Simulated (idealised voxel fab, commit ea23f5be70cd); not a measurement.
This section sets out a process module, namely voxel quadruple lines.
We display cut, a cross-section 205 nm in width whose square cells are each 5 nm.
Cross-section format: a grid of square cells, given as bands from top to bottom; each band is one or more rows of cells.
In this notation a band is specified by the heights of its top and bottom, in that order and in nm, after which its materials appear from left to right, each paired with its width in nm. The word "everywhere" attached to a single material means that material fills the band from edge to edge; the word "blank" stands for empty space.
Heads up on the height convention: 0 is the point under which the incoming wafer is all one material, and the lowest band has no bottom, it just keeps going down, like "0 and below".
The two numbers in a width such as "30..40" mark its ends across the band: the first belongs to the top row of cells, the second to the bottom row, and from each row to the next the width moves by the same amount.
It should be understood that the words "everything unchanged", when stated for a given step, signify that the cross-section underwent no change in any of its cells during that step.
The entry titled "Voids, enclosed" provides the empty spaces that have no open way to the top, restricted to those of 8 cells or more. Each is presented as width x height at distance, the distance being measured from the left edge, with all three in nm.
If you see something after the settings on a step's line, that's the simulator's own remark about that step.
overlay nm, on a step with a mask: how far to the right of its planned place the mask lay; to the left if negative

### Below is the list of planned process steps
1: RECEIVE (material Si)
2: CONFORMAL_DEP (material SiO2; thk nm 5)
3: DIRECTIONAL_DEP (material Ru; thk nm 15)
4: DIRECTIONAL_DEP (material polySi; thk nm 15)
5: DIRECTIONAL_DEP (material aC; thk nm 20)
6: PATTERN (tone cover; mask id MANDREL; material resist; width nm 20; pitch nm 60; thk nm 25; overlay nm 0)
7: DIRECTIONAL_ETCH (etch materials aC; depth nm 20)
8: STRIP (etch materials resist)
9: CONFORMAL_DEP (material SiO2; thk nm 10)
10: DIRECTIONAL_ETCH (etch materials SiO2; depth nm 10)
11: STRIP (etch materials aC)
12: DIRECTIONAL_ETCH (etch materials polySi; depth nm 15)
13: STRIP (etch materials SiO2)
14: CONFORMAL_DEP (material SiN; thk nm 5)
15: DIRECTIONAL_ETCH (etch materials SiN; depth nm 5)
16: STRIP (etch materials polySi)
17: DIRECTIONAL_ETCH (etch materials Ru; depth nm 15)
18: STRIP (etch materials SiN)

### So this is the incoming wafer in cross-section - it's already been through step 1
	0 and below | Si everywhere
	Voids, enclosed: none

### First of two wafers at the end of the module, shown in cross-section; run carried out as planned
	20 down to 5 | blank 45 nm, then Ru 5 nm, then blank 10 nm, then Ru 5 nm, then blank 10 nm, then Ru 5 nm, then blank 10 nm, then Ru 5 nm, then blank 10 nm, then Ru 5 nm, then blank 10 nm, then Ru 5 nm, then blank 10 nm, then Ru 5 nm, then blank 10 nm, then Ru 5 nm, then blank 50 nm
	5 down to 0 | SiO2 everywhere
	0 and below | Si everywhere
	Voids, enclosed: none

### End of module, second wafer, cross-section. Started like the first, planned like the first, run with one mistake
	15 down to 0 | blank 45 nm, then Ru 5 nm, then blank 10 nm, then Ru 5 nm, then blank 10 nm, then Ru 5 nm, then blank 10 nm, then Ru 5 nm, then blank 10 nm, then Ru 5 nm, then blank 10 nm, then Ru 5 nm, then blank 10 nm, then Ru 5 nm, then blank 10 nm, then Ru 5 nm, then blank 50 nm
	0 and below | Si everywhere
	Voids, enclosed: none
Diagnosis: the plan's step 2 went unexecuted, having been skipped
at the end the second wafer has, in cells: SiO2 -41
